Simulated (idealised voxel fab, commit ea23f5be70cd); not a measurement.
This is a process module. Its name is voxel wiring stack.
Each square cell in cross-section cut measures 5 nm, and the section as a whole is 235 nm wide.
We lay out every cross-section as a grid of square cells and spell it out in bands from the top down, where one band means one or more rows of cells. A band entry consists of two parts. The first gives the height of the band's top and the height of its bottom, in nm. The rest lists the band's materials from left to right, each with its width in nm. A single material labelled with the word "throughout" fills the band from edge to edge, and the word "empty" marks empty space. We count height from 0. Below that, the starting wafer is all one material. The lowest band never ends at the bottom but goes on down; see "0 and below" for how that is written. Graded width ("30..40"): value in top row of band = first number; value in bottom row = second number; row-to-row change constant. You'll sometimes find "remains unaltered" written for a step, and that's the way of saying that nowhere in the cross-section did a cell change during that step. Enclosed void list: empty space of 8 cells or more with no open way to the top, each as width x height at its distance from the left edge, in nm. Step line, after settings: the simulator's comment on this step. The "overlay nm" setting may appear on a step's line; for a step that uses a mask, it gives how far to the right of its planned position the mask lay, and a negative value indicates the left.
The following list gives the planned process steps:
1. RECEIVE | material Si
2. CONFORMAL_DEP | material SiO2 | thk nm 15
3. DIRECTIONAL_DEP | material TiN | thk nm 5
4. DIRECTIONAL_DEP | material W | thk nm 20
5. DIRECTIONAL_DEP | material aC | thk nm 15
6. PATTERN | tone cover | mask id METAL_1 | material resist | width nm 30 | pitch nm 60 | thk nm 30 | overlay nm 0
7. DIRECTIONAL_ETCH | etch materials aC | depth nm 15
8. STRIP | etch materials resist
9. DIRECTIONAL_ETCH | etch materials W | depth nm 20
10. DIRECTIONAL_ETCH | etch materials TiN | depth nm 5
11. STRIP | etch materials aC
12. CONFORMAL_DEP | material SiCN | thk nm 5
13. FILL_DEP | material lowk | thk nm 10
14. CMP | height nm 40
15. CONFORMAL_DEP | material SiCN | thk nm 5
16. DIRECTIONAL_DEP | material SiO2 | thk nm 20
17. MASKED_ETCH | tone open | mask id PLUG_1 | width nm 15 | pitch nm 120 | etch materials SiO2 | depth nm 20 | overlay nm 0
18. MASKED_ETCH | tone open | mask id PLUG_1 | width nm 15 | pitch nm 120 | etch materials SiCN | depth nm 5 | overlay nm 0
19. CONFORMAL_DEP | material TiN | thk nm 5
20. FILL_DEP | material W | thk nm 5
21. CMP | height nm 65
22. CONFORMAL_DEP | material SiCN | thk nm 5
23. DIRECTIONAL_DEP | material SiO2 | thk nm 15
24. PATTERN | tone open | mask id METAL_2 | material resist | width nm 30 | pitch nm 60 | thk nm 20 | overlay nm 0
25. DIRECTIONAL_ETCH | etch materials SiO2 | depth nm 15
26. DIRECTIONAL_ETCH | etch materials SiCN | depth nm 5
27. STRIP | etch materials resist
28. CONFORMAL_DEP | material TiN | thk nm 5
29. FILL_DEP | material W | thk nm 5
30. CMP | height nm 85
31. CONFORMAL_DEP | material SiCN | thk nm 5
32. DIRECTIONAL_DEP | material SiO2 | thk nm 10
33. MASKED_ETCH | tone open | mask id PLUG_2 | width nm 15 | pitch nm 60 | etch materials SiO2 | depth nm 10 | overlay nm 0
34. MASKED_ETCH | tone open | mask id PLUG_2 | width nm 15 | pitch nm 60 | etch materials SiCN | depth nm 5 | overlay nm 0
35. CONFORMAL_DEP | material TiN | thk nm 5
36. FILL_DEP | material W | thk nm 5
37. CMP | height nm 100
38. DIRECTIONAL_DEP | material TiN | thk nm 5
39. DIRECTIONAL_DEP | material Ru | thk nm 25
40. MASKED_ETCH | tone cover | mask id METAL_3 | width nm 30 | pitch nm 60 | etch materials Ru | depth nm 25 | overlay nm 0
41. MASKED_ETCH | tone cover | mask id METAL_3 | width nm 30 | pitch nm 60 | etch materials TiN | depth nm 5 | overlay nm 0
42. CONFORMAL_DEP | material SiN | thk nm 5
43. FILL_DEP | material lowk | thk nm 5
44. CMP | height nm 130
45. CONFORMAL_DEP | material SiCN | thk nm 5
Account of the first of two wafers, which was processed as intended:
So this is the incoming wafer in cross-section - it's already been through step 1:
> 0 and below = Si throughout
> Enclosed void list: none
Once step 2 is through, the wafer looks like this in cross-section:
> 15 down to 0 = SiO2 throughout
> Beneath the level 0, the cross-section is identical to its previous state.
Once step 3 is through, the wafer looks like this in cross-section:
> 20 down to 15 = TiN throughout
> Beneath the level 15, the cross-section is identical to its previous state.
Once step 4 is through, the wafer looks like this in cross-section:
> 40 down to 20 = W throughout
> Beneath the level 20, the cross-section is identical to its previous state.
Once step 5 is through, the wafer looks like this in cross-section:
> 55 down to 40 = aC throughout
> Beneath the level 40, the cross-section is identical to its previous state.
Once step 6 is through, the wafer looks like this in cross-section:
> 85 down to 55 = empty 40 nm, then resist 30 nm, then empty 30 nm, then resist 30 nm, then empty 30 nm, then resist 30 nm, then empty 45 nm
> Beneath the level 55, the cross-section is identical to its previous state.
Once step 7 is through, the wafer looks like this in cross-section:
> 70 down to 55 = empty 40 nm, then resist 30 nm, then empty 30 nm, then resist 30 nm, then empty 30 nm, then resist 30 nm, then empty 45 nm
> 55 down to 40 = empty 40 nm, then aC 30 nm, then empty 30 nm, then aC 30 nm, then empty 30 nm, then aC 30 nm, then empty 45 nm
> Beneath the level 40, the cross-section is identical to its previous state.
Once step 8 is through, the wafer looks like this in cross-section:
> 55 down to 40 = empty 40 nm, then aC 30 nm, then empty 30 nm, then aC 30 nm, then empty 30 nm, then aC 30 nm, then empty 45 nm
> Beneath the level 40, the cross-section is identical to its previous state.
Once step 9 is through, the wafer looks like this in cross-section:
> 55 down to 40 = empty 40 nm, then aC 30 nm, then empty 30 nm, then aC 30 nm, then empty 30 nm, then aC 30 nm, then empty 45 nm
> 40 down to 20 = empty 40 nm, then W 30 nm, then empty 30 nm, then W 30 nm, then empty 30 nm, then W 30 nm, then empty 45 nm
> Beneath the level 20, the cross-section is identical to its previous state.
Once step 10 is through, the wafer looks like this in cross-section:
> 55 down to 40 = empty 40 nm, then aC 30 nm, then empty 30 nm, then aC 30 nm, then empty 30 nm, then aC 30 nm, then empty 45 nm
> 40 down to 20 = empty 40 nm, then W 30 nm, then empty 30 nm, then W 30 nm, then empty 30 nm, then W 30 nm, then empty 45 nm
> 20 down to 15 = empty 40 nm, then TiN 30 nm, then empty 30 nm, then TiN 30 nm, then empty 30 nm, then TiN 30 nm, then empty 45 nm
> Beneath the level 15, the cross-section is identical to its previous state.
Once step 11 is through, the wafer looks like this in cross-section:
> 40 down to 20 = empty 40 nm, then W 30 nm, then empty 30 nm, then W 30 nm, then empty 30 nm, then W 30 nm, then empty 45 nm
> Beneath the level 20, the cross-section is identical to its previous state.
Once step 12 is through, the wafer looks like this in cross-section:
> 45 down to 40 = empty 35 nm, then SiCN 40 nm, then empty 20 nm, then SiCN 40 nm, then empty 20 nm, then SiCN 40 nm, then empty 40 nm
> 40 down to 20 = empty 35 nm, then SiCN 5 nm, then W 30 nm, then SiCN 5 nm, then empty 20 nm, then SiCN 5 nm, then W 30 nm, then SiCN 5 nm, then empty 20 nm, then SiCN 5 nm, then W 30 nm, then SiCN 5 nm, then empty 40 nm
> 20 down to 15 = SiCN 40 nm, then TiN 30 nm, then SiCN 30 nm, then TiN 30 nm, then SiCN 30 nm, then TiN 30 nm, then SiCN 45 nm
> Beneath the level 15, the cross-section is identical to its previous state.
Once step 13 is through, the wafer looks like this in cross-section:
> 55 down to 45 = lowk throughout
> 45 down to 40 = lowk 35 nm, then SiCN 40 nm, then lowk 20 nm, then SiCN 40 nm, then lowk 20 nm, then SiCN 40 nm, then lowk 40 nm
> 40 down to 20 = lowk 35 nm, then SiCN 5 nm, then W 30 nm, then SiCN 5 nm, then lowk 20 nm, then SiCN 5 nm, then W 30 nm, then SiCN 5 nm, then lowk 20 nm, then SiCN 5 nm, then W 30 nm, then SiCN 5 nm, then lowk 40 nm
> Beneath the level 20, the cross-section is identical to its previous state.
Once step 14 is through, the wafer looks like this in cross-section:
> 40 down to 20 = lowk 35 nm, then SiCN 5 nm, then W 30 nm, then SiCN 5 nm, then lowk 20 nm, then SiCN 5 nm, then W 30 nm, then SiCN 5 nm, then lowk 20 nm, then SiCN 5 nm, then W 30 nm, then SiCN 5 nm, then lowk 40 nm
> Beneath the level 20, the cross-section is identical to its previous state.
Once step 15 is through, the wafer looks like this in cross-section:
> 45 down to 40 = SiCN throughout
> Beneath the level 40, the cross-section is identical to its previous state.
Once step 16 is through, the wafer looks like this in cross-section:
> 65 down to 45 = SiO2 throughout
> Beneath the level 45, the cross-section is identical to its previous state.
Once step 17 is through, the wafer looks like this in cross-section:
> 65 down to 45 = SiO2 40 nm, then empty 15 nm, then SiO2 105 nm, then empty 15 nm, then SiO2 60 nm
> Beneath the level 45, the cross-section is identical to its previous state.
Once step 18 is through, the wafer looks like this in cross-section:
> 65 down to 45 = SiO2 40 nm, then empty 15 nm, then SiO2 105 nm, then empty 15 nm, then SiO2 60 nm
> 45 down to 40 = SiCN 40 nm, then empty 15 nm, then SiCN 105 nm, then empty 15 nm, then SiCN 60 nm
> Beneath the level 40, the cross-section is identical to its previous state.
Once step 19 is through, the wafer looks like this in cross-section:
> 70 down to 65 = TiN 45 nm, then empty 5 nm, then TiN 115 nm, then empty 5 nm, then TiN 65 nm
> 65 down to 45 = SiO2 40 nm, then TiN 5 nm, then empty 5 nm, then TiN 5 nm, then SiO2 105 nm, then TiN 5 nm, then empty 5 nm, then TiN 5 nm, then SiO2 60 nm
> 45 down to 40 = SiCN 40 nm, then TiN 15 nm, then SiCN 105 nm, then TiN 15 nm, then SiCN 60 nm
> Beneath the level 40, the cross-section is identical to its previous state.
Once step 20 is through, the wafer looks like this in cross-section:
> 75 down to 70 = W throughout
> 70 down to 65 = TiN 45 nm, then W 5 nm, then TiN 115 nm, then W 5 nm, then TiN 65 nm
> 65 down to 45 = SiO2 40 nm, then TiN 5 nm, then W 5 nm, then TiN 5 nm, then SiO2 105 nm, then TiN 5 nm, then W 5 nm, then TiN 5 nm, then SiO2 60 nm
> Beneath the level 45, the cross-section is identical to its previous state.
Once step 21 is through, the wafer looks like this in cross-section:
> 65 down to 45 = SiO2 40 nm, then TiN 5 nm, then W 5 nm, then TiN 5 nm, then SiO2 105 nm, then TiN 5 nm, then W 5 nm, then TiN 5 nm, then SiO2 60 nm
> Beneath the level 45, the cross-section is identical to its previous state.
Once step 22 is through, the wafer looks like this in cross-section:
> 70 down to 65 = SiCN throughout
> Beneath the level 65, the cross-section is identical to its previous state.
Once step 23 is through, the wafer looks like this in cross-section:
> 85 down to 70 = SiO2 throughout
> Beneath the level 70, the cross-section is identical to its previous state.
Once step 24 is through, the wafer looks like this in cross-section:
> 105 down to 85 = resist 40 nm, then empty 30 nm, then resist 30 nm, then empty 30 nm, then resist 30 nm, then empty 30 nm, then resist 45 nm
> Beneath the level 85, the cross-section is identical to its previous state.
Once step 25 is through, the wafer looks like this in cross-section:
> 105 down to 85 = resist 40 nm, then empty 30 nm, then resist 30 nm, then empty 30 nm, then resist 30 nm, then empty 30 nm, then resist 45 nm
> 85 down to 70 = SiO2 40 nm, then empty 30 nm, then SiO2 30 nm, then empty 30 nm, then SiO2 30 nm, then empty 30 nm, then SiO2 45 nm
> Beneath the level 70, the cross-section is identical to its previous state.
Once step 26 is through, the wafer looks like this in cross-section:
> 105 down to 85 = resist 40 nm, then empty 30 nm, then resist 30 nm, then empty 30 nm, then resist 30 nm, then empty 30 nm, then resist 45 nm
> 85 down to 70 = SiO2 40 nm, then empty 30 nm, then SiO2 30 nm, then empty 30 nm, then SiO2 30 nm, then empty 30 nm, then SiO2 45 nm
> 70 down to 65 = SiCN 40 nm, then empty 30 nm, then SiCN 30 nm, then empty 30 nm, then SiCN 30 nm, then empty 30 nm, then SiCN 45 nm
> Beneath the level 65, the cross-section is identical to its previous state.
Once step 27 is through, the wafer looks like this in cross-section:
> 85 down to 70 = SiO2 40 nm, then empty 30 nm, then SiO2 30 nm, then empty 30 nm, then SiO2 30 nm, then empty 30 nm, then SiO2 45 nm
> Beneath the level 70, the cross-section is identical to its previous state.
Once step 28 is through, the wafer looks like this in cross-section:
> 90 down to 85 = TiN 45 nm, then empty 20 nm, then TiN 40 nm, then empty 20 nm, then TiN 40 nm, then empty 20 nm, then TiN 50 nm
> 85 down to 70 = SiO2 40 nm, then TiN 5 nm, then empty 20 nm, then TiN 5 nm, then SiO2 30 nm, then TiN 5 nm, then empty 20 nm, then TiN 5 nm, then SiO2 30 nm, then TiN 5 nm, then empty 20 nm, then TiN 5 nm, then SiO2 45 nm
> 70 down to 65 = SiCN 40 nm, then TiN 30 nm, then SiCN 30 nm, then TiN 30 nm, then SiCN 30 nm, then TiN 30 nm, then SiCN 45 nm
> Beneath the level 65, the cross-section is identical to its previous state.
Once step 29 is through, the wafer looks like this in cross-section:
> 95 down to 90 = W throughout
> 90 down to 85 = TiN 45 nm, then W 20 nm, then TiN 40 nm, then W 20 nm, then TiN 40 nm, then W 20 nm, then TiN 50 nm
> 85 down to 70 = SiO2 40 nm, then TiN 5 nm, then W 20 nm, then TiN 5 nm, then SiO2 30 nm, then TiN 5 nm, then W 20 nm, then TiN 5 nm, then SiO2 30 nm, then TiN 5 nm, then W 20 nm, then TiN 5 nm, then SiO2 45 nm
> Beneath the level 70, the cross-section is identical to its previous state.
Once step 30 is through, the wafer looks like this in cross-section:
> 85 down to 70 = SiO2 40 nm, then TiN 5 nm, then W 20 nm, then TiN 5 nm, then SiO2 30 nm, then TiN 5 nm, then W 20 nm, then TiN 5 nm, then SiO2 30 nm, then TiN 5 nm, then W 20 nm, then TiN 5 nm, then SiO2 45 nm
> Beneath the level 70, the cross-section is identical to its previous state.
Once step 31 is through, the wafer looks like this in cross-section:
> 90 down to 85 = SiCN throughout
> Beneath the level 85, the cross-section is identical to its previous state.
Once step 32 is through, the wafer looks like this in cross-section:
> 100 down to 90 = SiO2 throughout
> Beneath the level 90, the cross-section is identical to its previous state.
Once step 33 is through, the wafer looks like this in cross-section:
> 100 down to 90 = SiO2 40 nm, then empty 15 nm, then SiO2 45 nm, then empty 15 nm, then SiO2 45 nm, then empty 15 nm, then SiO2 60 nm
> Beneath the level 90, the cross-section is identical to its previous state.
Once step 34 is through, the wafer looks like this in cross-section:
> 100 down to 90 = SiO2 40 nm, then empty 15 nm, then SiO2 45 nm, then empty 15 nm, then SiO2 45 nm, then empty 15 nm, then SiO2 60 nm
> 90 down to 85 = SiCN 40 nm, then empty 15 nm, then SiCN 45 nm, then empty 15 nm, then SiCN 45 nm, then empty 15 nm, then SiCN 60 nm
> Beneath the level 85, the cross-section is identical to its previous state.
Once step 35 is through, the wafer looks like this in cross-section:
> 105 down to 100 = TiN 45 nm, then empty 5 nm, then TiN 55 nm, then empty 5 nm, then TiN 55 nm, then empty 5 nm, then TiN 65 nm
> 100 down to 90 = SiO2 40 nm, then TiN 5 nm, then empty 5 nm, then TiN 5 nm, then SiO2 45 nm, then TiN 5 nm, then empty 5 nm, then TiN 5 nm, then SiO2 45 nm, then TiN 5 nm, then empty 5 nm, then TiN 5 nm, then SiO2 60 nm
> 90 down to 85 = SiCN 40 nm, then TiN 15 nm, then SiCN 45 nm, then TiN 15 nm, then SiCN 45 nm, then TiN 15 nm, then SiCN 60 nm
> Beneath the level 85, the cross-section is identical to its previous state.
Once step 36 is through, the wafer looks like this in cross-section:
> 110 down to 105 = W throughout
> 105 down to 100 = TiN 45 nm, then W 5 nm, then TiN 55 nm, then W 5 nm, then TiN 55 nm, then W 5 nm, then TiN 65 nm
> 100 down to 90 = SiO2 40 nm, then TiN 5 nm, then W 5 nm, then TiN 5 nm, then SiO2 45 nm, then TiN 5 nm, then W 5 nm, then TiN 5 nm, then SiO2 45 nm, then TiN 5 nm, then W 5 nm, then TiN 5 nm, then SiO2 60 nm
> Beneath the level 90, the cross-section is identical to its previous state.
Once step 37 is through, the wafer looks like this in cross-section:
> 100 down to 90 = SiO2 40 nm, then TiN 5 nm, then W 5 nm, then TiN 5 nm, then SiO2 45 nm, then TiN 5 nm, then W 5 nm, then TiN 5 nm, then SiO2 45 nm, then TiN 5 nm, then W 5 nm, then TiN 5 nm, then SiO2 60 nm
> Beneath the level 90, the cross-section is identical to its previous state.
Once step 38 is through, the wafer looks like this in cross-section:
> 105 down to 100 = TiN throughout
> Beneath the level 100, the cross-section is identical to its previous state.
Once step 39 is through, the wafer looks like this in cross-section:
> 130 down to 105 = Ru throughout
> Beneath the level 105, the cross-section is identical to its previous state.
Once step 40 is through, the wafer looks like this in cross-section:
> 130 down to 105 = empty 40 nm, then Ru 30 nm, then empty 30 nm, then Ru 30 nm, then empty 30 nm, then Ru 30 nm, then empty 45 nm
> Beneath the level 105, the cross-section is identical to its previous state.
Once step 41 is through, the wafer looks like this in cross-section:
> 130 down to 105 = empty 40 nm, then Ru 30 nm, then empty 30 nm, then Ru 30 nm, then empty 30 nm, then Ru 30 nm, then empty 45 nm
> 105 down to 100 = empty 40 nm, then TiN 30 nm, then empty 30 nm, then TiN 30 nm, then empty 30 nm, then TiN 30 nm, then empty 45 nm
> Beneath the level 100, the cross-section is identical to its previous state.
Once step 42 is through, the wafer looks like this in cross-section:
> 135 down to 130 = empty 35 nm, then SiN 40 nm, then empty 20 nm, then SiN 40 nm, then empty 20 nm, then SiN 40 nm, then empty 40 nm
> 130 down to 105 = empty 35 nm, then SiN 5 nm, then Ru 30 nm, then SiN 5 nm, then empty 20 nm, then SiN 5 nm, then Ru 30 nm, then SiN 5 nm, then empty 20 nm, then SiN 5 nm, then Ru 30 nm, then SiN 5 nm, then empty 40 nm
> 105 down to 100 = SiN 40 nm, then TiN 30 nm, then SiN 30 nm, then TiN 30 nm, then SiN 30 nm, then TiN 30 nm, then SiN 45 nm
> Beneath the level 100, the cross-section is identical to its previous state.
Once step 43 is through, the wafer looks like this in cross-section:
> 140 down to 135 = lowk throughout
> 135 down to 130 = lowk 35 nm, then SiN 40 nm, then lowk 20 nm, then SiN 40 nm, then lowk 20 nm, then SiN 40 nm, then lowk 40 nm
> 130 down to 105 = lowk 35 nm, then SiN 5 nm, then Ru 30 nm, then SiN 5 nm, then lowk 20 nm, then SiN 5 nm, then Ru 30 nm, then SiN 5 nm, then lowk 20 nm, then SiN 5 nm, then Ru 30 nm, then SiN 5 nm, then lowk 40 nm
> Beneath the level 105, the cross-section is identical to its previous state.
Once step 44 is through, the wafer looks like this in cross-section:
> 130 down to 105 = lowk 35 nm, then SiN 5 nm, then Ru 30 nm, then SiN 5 nm, then lowk 20 nm, then SiN 5 nm, then Ru 30 nm, then SiN 5 nm, then lowk 20 nm, then SiN 5 nm, then Ru 30 nm, then SiN 5 nm, then lowk 40 nm
> Beneath the level 105, the cross-section is identical to its previous state.
Once step 45 is through, the wafer looks like this in cross-section:
> 135 down to 130 = SiCN throughout
> Beneath the level 130, the cross-section is identical to its previous state.
The second wafer was prepared from the same starting point and under the same plan as the first; its processing contained one mistake, and it remains indistinguishable from the first wafer up to and including step 16:
The second wafer cut through, at the time step 17 was supposed to be finished:
> 65 down to 45 = empty 40 nm, then SiO2 15 nm, then empty 105 nm, then SiO2 15 nm, then empty 60 nm
> Beneath the level 45, the cross-section is identical to its previous state.
The second wafer cut through, at the time step 18 was supposed to be finished: remains unaltered
The second wafer cut through, at the time step 19 was supposed to be finished:
> 70 down to 65 = empty 35 nm, then TiN 25 nm, then empty 95 nm, then TiN 25 nm, then empty 55 nm
> 65 down to 50 = empty 35 nm, then TiN 5 nm, then SiO2 15 nm, then TiN 5 nm, then empty 95 nm, then TiN 5 nm, then SiO2 15 nm, then TiN 5 nm, then empty 55 nm
> 50 down to 45 = TiN 40 nm, then SiO2 15 nm, then TiN 105 nm, then SiO2 15 nm, then TiN 60 nm
> Beneath the level 45, the cross-section is identical to its previous state.
The second wafer cut through, at the time step 20 was supposed to be finished:
> 75 down to 70 = W throughout
> 70 down to 65 = W 35 nm, then TiN 25 nm, then W 95 nm, then TiN 25 nm, then W 55 nm
> 65 down to 50 = W 35 nm, then TiN 5 nm, then SiO2 15 nm, then TiN 5 nm, then W 95 nm, then TiN 5 nm, then SiO2 15 nm, then TiN 5 nm, then W 55 nm
> Beneath the level 50, the cross-section is identical to its previous state.
The second wafer cut through, at the time step 21 was supposed to be finished:
> 65 down to 50 = W 35 nm, then TiN 5 nm, then SiO2 15 nm, then TiN 5 nm, then W 95 nm, then TiN 5 nm, then SiO2 15 nm, then TiN 5 nm, then W 55 nm
> Beneath the level 50, the cross-section is identical to its previous state.
The second wafer cut through, at the time step 22 was supposed to be finished:
> 70 down to 65 = SiCN throughout
> Beneath the level 65, the cross-section is identical to its previous state.
The second wafer cut through, at the time step 23 was supposed to be finished:
> 85 down to 70 = SiO2 throughout
> Beneath the level 70, the cross-section is identical to its previous state.
The second wafer cut through, at the time step 24 was supposed to be finished:
> 105 down to 85 = resist 40 nm, then empty 30 nm, then resist 30 nm, then empty 30 nm, then resist 30 nm, then empty 30 nm, then resist 45 nm
> Beneath the level 85, the cross-section is identical to its previous state.
The second wafer cut through, at the time step 25 was supposed to be finished:
> 105 down to 85 = resist 40 nm, then empty 30 nm, then resist 30 nm, then empty 30 nm, then resist 30 nm, then empty 30 nm, then resist 45 nm
> 85 down to 70 = SiO2 40 nm, then empty 30 nm, then SiO2 30 nm, then empty 30 nm, then SiO2 30 nm, then empty 30 nm, then SiO2 45 nm
> Beneath the level 70, the cross-section is identical to its previous state.
The second wafer cut through, at the time step 26 was supposed to be finished:
> 105 down to 85 = resist 40 nm, then empty 30 nm, then resist 30 nm, then empty 30 nm, then resist 30 nm, then empty 30 nm, then resist 45 nm
> 85 down to 70 = SiO2 40 nm, then empty 30 nm, then SiO2 30 nm, then empty 30 nm, then SiO2 30 nm, then empty 30 nm, then SiO2 45 nm
> 70 down to 65 = SiCN 40 nm, then empty 30 nm, then SiCN 30 nm, then empty 30 nm, then SiCN 30 nm, then empty 30 nm, then SiCN 45 nm
> Beneath the level 65, the cross-section is identical to its previous state.
The second wafer cut through, at the time step 27 was supposed to be finished:
> 85 down to 70 = SiO2 40 nm, then empty 30 nm, then SiO2 30 nm, then empty 30 nm, then SiO2 30 nm, then empty 30 nm, then SiO2 45 nm
> Beneath the level 70, the cross-section is identical to its previous state.
The second wafer cut through, at the time step 28 was supposed to be finished:
> 90 down to 85 = TiN 45 nm, then empty 20 nm, then TiN 40 nm, then empty 20 nm, then TiN 40 nm, then empty 20 nm, then TiN 50 nm
> 85 down to 70 = SiO2 40 nm, then TiN 5 nm, then empty 20 nm, then TiN 5 nm, then SiO2 30 nm, then TiN 5 nm, then empty 20 nm, then TiN 5 nm, then SiO2 30 nm, then TiN 5 nm, then empty 20 nm, then TiN 5 nm, then SiO2 45 nm
> 70 down to 65 = SiCN 40 nm, then TiN 30 nm, then SiCN 30 nm, then TiN 30 nm, then SiCN 30 nm, then TiN 30 nm, then SiCN 45 nm
> Beneath the level 65, the cross-section is identical to its previous state.
The second wafer cut through, at the time step 29 was supposed to be finished:
> 95 down to 90 = W throughout
> 90 down to 85 = TiN 45 nm, then W 20 nm, then TiN 40 nm, then W 20 nm, then TiN 40 nm, then W 20 nm, then TiN 50 nm
> 85 down to 70 = SiO2 40 nm, then TiN 5 nm, then W 20 nm, then TiN 5 nm, then SiO2 30 nm, then TiN 5 nm, then W 20 nm, then TiN 5 nm, then SiO2 30 nm, then TiN 5 nm, then W 20 nm, then TiN 5 nm, then SiO2 45 nm
> Beneath the level 70, the cross-section is identical to its previous state.
The second wafer cut through, at the time step 30 was supposed to be finished:
> 85 down to 70 = SiO2 40 nm, then TiN 5 nm, then W 20 nm, then TiN 5 nm, then SiO2 30 nm, then TiN 5 nm, then W 20 nm, then TiN 5 nm, then SiO2 30 nm, then TiN 5 nm, then W 20 nm, then TiN 5 nm, then SiO2 45 nm
> Beneath the level 70, the cross-section is identical to its previous state.
The second wafer cut through, at the time step 31 was supposed to be finished:
> 90 down to 85 = SiCN throughout
> Beneath the level 85, the cross-section is identical to its previous state.
The second wafer cut through, at the time step 32 was supposed to be finished:
> 100 down to 90 = SiO2 throughout
> Beneath the level 90, the cross-section is identical to its previous state.
The second wafer cut through, at the time step 33 was supposed to be finished:
> 100 down to 90 = SiO2 40 nm, then empty 15 nm, then SiO2 45 nm, then empty 15 nm, then SiO2 45 nm, then empty 15 nm, then SiO2 60 nm
> Beneath the level 90, the cross-section is identical to its previous state.
The second wafer cut through, at the time step 34 was supposed to be finished:
> 100 down to 90 = SiO2 40 nm, then empty 15 nm, then SiO2 45 nm, then empty 15 nm, then SiO2 45 nm, then empty 15 nm, then SiO2 60 nm
> 90 down to 85 = SiCN 40 nm, then empty 15 nm, then SiCN 45 nm, then empty 15 nm, then SiCN 45 nm, then empty 15 nm, then SiCN 60 nm
> Beneath the level 85, the cross-section is identical to its previous state.
The second wafer cut through, at the time step 35 was supposed to be finished:
> 105 down to 100 = TiN 45 nm, then empty 5 nm, then TiN 55 nm, then empty 5 nm, then TiN 55 nm, then empty 5 nm, then TiN 65 nm
> 100 down to 90 = SiO2 40 nm, then TiN 5 nm, then empty 5 nm, then TiN 5 nm, then SiO2 45 nm, then TiN 5 nm, then empty 5 nm, then TiN 5 nm, then SiO2 45 nm, then TiN 5 nm, then empty 5 nm, then TiN 5 nm, then SiO2 60 nm
> 90 down to 85 = SiCN 40 nm, then TiN 15 nm, then SiCN 45 nm, then TiN 15 nm, then SiCN 45 nm, then TiN 15 nm, then SiCN 60 nm
> Beneath the level 85, the cross-section is identical to its previous state.
The second wafer cut through, at the time step 36 was supposed to be finished:
> 110 down to 105 = W throughout
> 105 down to 100 = TiN 45 nm, then W 5 nm, then TiN 55 nm, then W 5 nm, then TiN 55 nm, then W 5 nm, then TiN 65 nm
> 100 down to 90 = SiO2 40 nm, then TiN 5 nm, then W 5 nm, then TiN 5 nm, then SiO2 45 nm, then TiN 5 nm, then W 5 nm, then TiN 5 nm, then SiO2 45 nm, then TiN 5 nm, then W 5 nm, then TiN 5 nm, then SiO2 60 nm
> Beneath the level 90, the cross-section is identical to its previous state.
The second wafer cut through, at the time step 37 was supposed to be finished:
> 100 down to 90 = SiO2 40 nm, then TiN 5 nm, then W 5 nm, then TiN 5 nm, then SiO2 45 nm, then TiN 5 nm, then W 5 nm, then TiN 5 nm, then SiO2 45 nm, then TiN 5 nm, then W 5 nm, then TiN 5 nm, then SiO2 60 nm
> Beneath the level 90, the cross-section is identical to its previous state.
The second wafer cut through, at the time step 38 was supposed to be finished:
> 105 down to 100 = TiN throughout
> Beneath the level 100, the cross-section is identical to its previous state.
The second wafer cut through, at the time step 39 was supposed to be finished:
> 130 down to 105 = Ru throughout
> Beneath the level 105, the cross-section is identical to its previous state.
The second wafer cut through, at the time step 40 was supposed to be finished:
> 130 down to 105 = empty 40 nm, then Ru 30 nm, then empty 30 nm, then Ru 30 nm, then empty 30 nm, then Ru 30 nm, then empty 45 nm
> Beneath the level 105, the cross-section is identical to its previous state.
The second wafer cut through, at the time step 41 was supposed to be finished:
> 130 down to 105 = empty 40 nm, then Ru 30 nm, then empty 30 nm, then Ru 30 nm, then empty 30 nm, then Ru 30 nm, then empty 45 nm
> 105 down to 100 = empty 40 nm, then TiN 30 nm, then empty 30 nm, then TiN 30 nm, then empty 30 nm, then TiN 30 nm, then empty 45 nm
> Beneath the level 100, the cross-section is identical to its previous state.
The second wafer cut through, at the time step 42 was supposed to be finished:
> 135 down to 130 = empty 35 nm, then SiN 40 nm, then empty 20 nm, then SiN 40 nm, then empty 20 nm, then SiN 40 nm, then empty 40 nm
> 130 down to 105 = empty 35 nm, then SiN 5 nm, then Ru 30 nm, then SiN 5 nm, then empty 20 nm, then SiN 5 nm, then Ru 30 nm, then SiN 5 nm, then empty 20 nm, then SiN 5 nm, then Ru 30 nm, then SiN 5 nm, then empty 40 nm
> 105 down to 100 = SiN 40 nm, then TiN 30 nm, then SiN 30 nm, then TiN 30 nm, then SiN 30 nm, then TiN 30 nm, then SiN 45 nm
> Beneath the level 100, the cross-section is identical to its previous state.
The second wafer cut through, at the time step 43 was supposed to be finished:
> 140 down to 135 = lowk throughout
> 135 down to 130 = lowk 35 nm, then SiN 40 nm, then lowk 20 nm, then SiN 40 nm, then lowk 20 nm, then SiN 40 nm, then lowk 40 nm
> 130 down to 105 = lowk 35 nm, then SiN 5 nm, then Ru 30 nm, then SiN 5 nm, then lowk 20 nm, then SiN 5 nm, then Ru 30 nm, then SiN 5 nm, then lowk 20 nm, then SiN 5 nm, then Ru 30 nm, then SiN 5 nm, then lowk 40 nm
> Beneath the level 105, the cross-section is identical to its previous state.
The second wafer cut through, at the time step 44 was supposed to be finished:
> 130 down to 105 = lowk 35 nm, then SiN 5 nm, then Ru 30 nm, then SiN 5 nm, then lowk 20 nm, then SiN 5 nm, then Ru 30 nm, then SiN 5 nm, then lowk 20 nm, then SiN 5 nm, then Ru 30 nm, then SiN 5 nm, then lowk 40 nm
> Beneath the level 105, the cross-section is identical to its previous state.
The second wafer cut through, at the time step 45 was supposed to be finished:
> 135 down to 130 = SiCN throughout
> Beneath the level 130, the cross-section is identical to its previous state.
Run error: step 17: run off-plan, actual operation and settings MASKED_ETCH | tone cover | mask id PLUG_1 | width nm 15 | pitch nm 120 | etch materials SiO2 | depth nm 20 | overlay nm 0
Wrapping up, a cell-based count of both wafers puts the second over or under the first for these materials: +6 SiCN | -140 SiO2 | +31 TiN | +103 W
